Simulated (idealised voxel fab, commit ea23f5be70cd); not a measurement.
A process module follows: voxel self aligned contacts.
Cross-section cut: width 235 nm, square cells of 5 nm.
Think of the cross-section as a grid of square cells. We describe it in bands, top to bottom, and each band covers one or more rows of those cells. Each band's line starts with the height of the band's top and of its bottom, in nm. Then come its materials from left to right, each with its width in nm. One material with "everywhere" fills the band from edge to edge. "air" is empty space. We count height from 0. Below that, the starting wafer is all one material. The lowest band never ends at the bottom but goes on down; see "0 nm and below" for how that is written. Read "30 to 40" as a graded width: first number on top, second number at the bottom, same change between each pair of neighbouring rows. For the purposes of this document, the phrase "nothing different" attached to a step denotes that no cell within the cross-section was modified by that step. Empty spaces counting at least 8 cells and having no open way to the top are listed in "Non-vented voids". The notation width x height at distance is used for each, the distance being from the left edge and all three values in nm. If you see something after the settings on a step's line, that's the simulator's own remark about that step. You can add "overlay nm" to a step's line. For a step with a mask, it describes how far the mask lay to the right of its planned position, and a negative number describes a lay to the left.

The steps planned for the process are as follows
1: RECEIVE, material Si
2: OXIDIZE, depth nm 5
3: DIRECTIONAL_DEP, material polySi, thk nm 20
4: DIRECTIONAL_DEP, material SiN, thk nm 20
5: MASKED_ETCH, tone cover, mask id GATE, width nm 30, pitch nm 70, etch materials SiN, depth nm 20, overlay nm 0
6: MASKED_ETCH, tone cover, mask id GATE, width nm 30, pitch nm 70, etch materials polySi, depth nm 20, overlay nm 0
7: CONFORMAL_DEP, material SiN, thk nm 10
8: DIRECTIONAL_ETCH, etch materials SiN, depth nm 10
9: FILL_DEP, material SiO2, thk nm 10
10: CMP, height nm 45
11: DIRECTIONAL_DEP, material aC, thk nm 10
12: PATTERN, tone open, mask id CONTACT, material resist, width nm 50, thk nm 30, overlay nm 0
13: DIRECTIONAL_ETCH, etch materials aC, depth nm 10
14: STRIP, etch materials resist
15: DIRECTIONAL_ETCH, etch materials SiO2, depth nm 50
16: STRIP, etch materials aC
17: CONFORMAL_DEP, material TiN, thk nm 5
18: FILL_DEP, material Ru, thk nm 10
19: CMP, height nm 45
20: CONFORMAL_DEP, material SiN, thk nm 5

Cross-section of the wafer upon arrival, representing the state reached after step 1
0 nm and below  Si everywhere
Non-vented voids: none

Looking at the first of two wafers in cross-section at end of module - ran to plan
50 nm to 45 nm  SiN everywhere
45 nm to 40 nm  SiO2 (90), TiN (20), Ru (10), TiN (20), SiO2 (95)
40 nm to 20 nm  SiO2 (55), SiN (50), TiN (5), Ru (10), TiN (5), SiN (50), SiO2 (60)
20 nm to 0 nm  SiO2 (55), SiN (10), polySi (30), SiN (10), TiN (5), Ru (10), TiN (5), SiN (10), polySi (30), SiN (10), SiO2 (60)
0 nm to -5 nm  SiO2 (105), TiN (20), SiO2 (110)
-5 nm and below  Si everywhere
Non-vented voids: none

So this is wafer number two of the two, cut at the end of the module - it started where the first did and had the same plan, we just got one thing wrong running it
50 nm to 45 nm  SiN everywhere
45 nm to 40 nm  SiO2 (80), TiN (30), Ru (10), TiN (10), SiO2 (105)
40 nm to 20 nm  SiO2 (55), SiN (50), TiN (5), Ru (10), TiN (5), SiN (50), SiO2 (60)
20 nm to 0 nm  SiO2 (55), SiN (10), polySi (30), SiN (10), TiN (5), Ru (10), TiN (5), SiN (10), polySi (30), SiN (10), SiO2 (60)
0 nm to -5 nm  SiO2 (105), TiN (20), SiO2 (110)
-5 nm and below  Si everywhere
Non-vented voids: none
Nonconformance to the process plan: step 12 ran as: PATTERN, tone open, mask id CONTACT, material resist, width nm 50, thk nm 30, overlay nm -10
Comparing end states, the material composition by cell count is preserved from the first wafer to the second, while the locations of the cells are not.
